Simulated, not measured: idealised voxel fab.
Process module name: voxel capacitor over wiring
Cross-sectional view cut (width: 300 nm; square cell size: 5 nm).
The cross-sections in this document take the form of a grid made of square cells. They are written out as bands, in order from top to bottom. Each band consists of one or more rows of cells. It is stipulated that each band's entry specify, in nanometres, the height of the top of the band and then that of its bottom, followed by the materials of the band in left-to-right sequence, each together with its width in nanometres. A single material marked by the word "full width" is understood to fill the band from edge to edge; the word "blank" is understood to denote empty space. It should be noted that heights are counted from 0, beneath which the wafer as supplied is of one material throughout, and that the lowest band possesses no lower boundary but continues downward, as written in "0 -> down". The two numbers in a width such as "30 to 40" mark its ends across the band: the first belongs to the top row of cells, the second to the bottom row, and from each row to the next the width moves by the same amount. Where a step carries "nothing different", the cross-section came out of it unchanged, cell for cell. You'll see "Encapsulated voids" listing empty spaces that have no way open to the top, as long as they're 8 cells or more; the notation is width x height at distance, where the distance is from the left edge, and all of it is in nm. Heads up: the bit after the settings on a step's line is the simulator's remark on that step. A step line may carry the setting "overlay nm", which, for steps involving a mask, states the distance by which the mask lay to the right of its intended position; negative values denote displacement to the left.
List of planned process steps
1 RECEIVE, material Si
2 CONFORMAL_DEP, material SiO2, thk nm 10
3 CONFORMAL_DEP, material SiN, thk nm 5
4 DIRECTIONAL_DEP, material SiO2, thk nm 20
5 DIRECTIONAL_DEP, material aC, thk nm 10
6 PATTERN, tone open, mask id METAL_1, material resist, width nm 20, pitch nm 75, thk nm 30, overlay nm 0
7 DIRECTIONAL_ETCH, etch materials aC, depth nm 10
8 STRIP, etch materials resist
9 DIRECTIONAL_ETCH, etch materials SiO2, depth nm 20
10 DIRECTIONAL_ETCH, etch materials SiN, depth nm 5
11 STRIP, etch materials aC
12 CONFORMAL_DEP, material TiN, thk nm 5
13 FILL_DEP, material Cu, thk nm 10
14 CMP, height nm 35
15 CONFORMAL_DEP, material SiCN, thk nm 5
16 DIRECTIONAL_DEP, material lowk, thk nm 10
17 DIRECTIONAL_DEP, material aC, thk nm 10
18 PATTERN, tone open, mask id PLUG_1, material resist, width nm 15, thk nm 30, overlay nm 0
19 DIRECTIONAL_ETCH, etch materials aC, depth nm 10
20 STRIP, etch materials resist
21 DIRECTIONAL_ETCH, etch materials lowk, depth nm 10
22 DIRECTIONAL_ETCH, etch materials SiCN, depth nm 5
23 STRIP, etch materials aC
24 CONFORMAL_DEP, material TiN, thk nm 5
25 FILL_DEP, material W, thk nm 10
26 CMP, height nm 50
27 DIRECTIONAL_DEP, material TiN, thk nm 10
28 DIRECTIONAL_DEP, material Al2O3, thk nm 5
29 DIRECTIONAL_DEP, material TiN, thk nm 10
30 MASKED_ETCH, tone cover, mask id UPPER_PLATE, width nm 60, etch materials TiN, depth nm 10, overlay nm 0
31 MASKED_ETCH, tone cover, mask id UPPER_PLATE, width nm 60, etch materials Al2O3, depth nm 5, overlay nm 0
32 MASKED_ETCH, tone cover, mask id LOWER_PLATE, width nm 70, etch materials TiN, depth nm 10, overlay nm 0
33 FILL_DEP, material SiO2, thk nm 15
34 CMP, height nm 85
35 MASKED_ETCH, tone open, mask id PLUG_2, width nm 15, etch materials SiO2, depth nm 10, overlay nm 0
36 CONFORMAL_DEP, material TiN, thk nm 5
37 FILL_DEP, material Cu, thk nm 10
38 CMP, height nm 85
39 CONFORMAL_DEP, material SiN, thk nm 5
The cross-section here shows the wafer as received, i.e. in its state after step 1
> 0 -> down = Si full width
> Encapsulated voids: none
End-of-module XS, first of two wafers, run as planned
> 90 -> 85 = SiN full width
> 85 -> 80 = 115 nm SiO2 / 5 nm TiN / 5 nm Cu / 5 nm TiN / 170 nm SiO2
> 80 -> 75 = 115 nm SiO2 / 15 nm TiN / 170 nm SiO2
> 75 -> 65 = 105 nm SiO2 / 60 nm TiN / 135 nm SiO2
> 65 -> 60 = 105 nm SiO2 / 60 nm Al2O3 / 135 nm SiO2
> 60 -> 50 = 100 nm SiO2 / 70 nm TiN / 130 nm SiO2
> 50 -> 40 = 105 nm lowk / 5 nm TiN / 5 nm W / 5 nm TiN / 180 nm lowk
> 40 -> 35 = 105 nm SiCN / 15 nm TiN / 180 nm SiCN
> 35 -> 15 = 100 nm SiO2 / 5 nm TiN / 10 nm Cu / 5 nm TiN / 55 nm SiO2 / 5 nm TiN / 10 nm Cu / 5 nm TiN / 105 nm SiO2
> 15 -> 10 = 100 nm SiN / 20 nm TiN / 55 nm SiN / 20 nm TiN / 105 nm SiN
> 10 -> 0 = SiO2 full width
> 0 -> down = Si full width
> Encapsulated voids: none
Wafer two, sectioned after the module: the first wafer's start, the first wafer's plan, and one mistake in how it was run
> 90 -> 85 = SiN full width
> 85 -> 80 = 115 nm SiO2 / 5 nm TiN / 5 nm Cu / 5 nm TiN / 170 nm SiO2
> 80 -> 75 = 115 nm SiO2 / 15 nm TiN / 170 nm SiO2
> 75 -> 65 = 105 nm SiO2 / 60 nm TiN / 135 nm SiO2
> 65 -> 60 = 105 nm SiO2 / 60 nm Al2O3 / 135 nm SiO2
> 60 -> 50 = 100 nm SiO2 / 70 nm TiN / 130 nm SiO2
> 50 -> 45 = 105 nm SiCN / 15 nm TiN / 180 nm SiCN
> 45 -> 35 = lowk full width
> 35 -> 15 = 100 nm SiO2 / 5 nm TiN / 10 nm Cu / 5 nm TiN / 55 nm SiO2 / 5 nm TiN / 10 nm Cu / 5 nm TiN / 105 nm SiO2
> 15 -> 10 = 100 nm SiN / 20 nm TiN / 55 nm SiN / 20 nm TiN / 105 nm SiN
> 10 -> 0 = SiO2 full width
> 0 -> down = Si full width
> Encapsulated voids: none
Finding, execution versus plan: the intended sequence of steps 15 and 16 was reversed during processing, with each occupying the position of the other
Count the cells at the end and the second wafer has more or fewer of some materials than the first: TiN: 4 fewer; W: 2 fewer; lowk: 6 more
